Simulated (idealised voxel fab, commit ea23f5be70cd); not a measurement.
voxel released beams: a process module
Cross-sectional view cut (width: 260 nm; square cell size: 5 nm).
If you're reading a cross-section in this doc, picture square cells in a grid; it comes to you as bands, top ones listed first down to the bottom, and a band can be one or more rows of cells. Top height, bottom height, nm. Materials left to right, width each, nm. Single material + "throughout" = fills band edge to edge. "air" = empty. Height 0 is the level under which the wafer as received is all one material. The lowest band goes on downwards, as in "0 down". You'd read "30 to 40" like this: the band's top row of cells is as wide as the first number, its bottom row is as wide as the second, and going down, every row changes width by the same amount as the row before did. "stayed the same" for a step: no cell of the cross-section changed in that step. What "Closed void entries" gives you is every empty space of 8 cells or more that is cut off from the top. Each appears as width x height at distance, with the distance taken from the left edge and width, height and distance all in nm. Post-settings text on a step line: simulator's own remark regarding the step. Steps that use a mask can have "overlay nm" on their line. It says how far the mask sat to the right of where it was meant to be. Negative means to the left.
**Process steps (planned)**
1) RECEIVE, material Si
2) CONFORMAL_DEP, material Al2O3, thk nm 5
3) DIRECTIONAL_DEP, material SiO2, thk nm 15
4) DIRECTIONAL_DEP, material aC, thk nm 10
5) PATTERN, tone open, mask id ANCHOR, material resist, width nm 45, thk nm 30, overlay nm 0
6) DIRECTIONAL_ETCH, etch materials aC, depth nm 10
7) STRIP, etch materials resist
8) DIRECTIONAL_ETCH, etch materials SiO2, depth nm 15
9) STRIP, etch materials aC
10) CONFORMAL_DEP, material SiN, thk nm 15
11) DIRECTIONAL_DEP, material aC, thk nm 10
12) PATTERN, tone cover, mask id BEAM, material resist, width nm 120, thk nm 30, overlay nm 0
13) DIRECTIONAL_ETCH, etch materials aC, depth nm 5
14) STRIP, etch materials resist
15) DIRECTIONAL_ETCH, etch materials SiN, depth nm 15
16) STRIP, etch materials aC
17) STRIP, etch materials SiO2
Among the wafers covered here, the point of difference is the depth nm at step 13; their starting state is shared, and the plan presents the value of the first wafer.
**The first of several wafers as received, shown in cross-section; this is its state after step 1**
* 0 down = Si throughout
* Closed void entries: none
**The following table contains a row per wafer, in which are reported, at the conclusion of the module, the cells of each material gained (+) or lost (-) since the wafer's receipt, with its closed voids given thereafter**
depth nm 5, +52 Al2O3, +174 SiN, +129 SiO2, Closed void entries: none
depth nm 10, +52 Al2O3, +90 SiN, Closed void entries: none
depth nm 15, +52 Al2O3, +90 SiN, Closed void entries: none
depth nm 20, +52 Al2O3, +90 SiN, Closed void entries: none
depth nm 25, +52 Al2O3, +90 SiN, Closed void entries: none
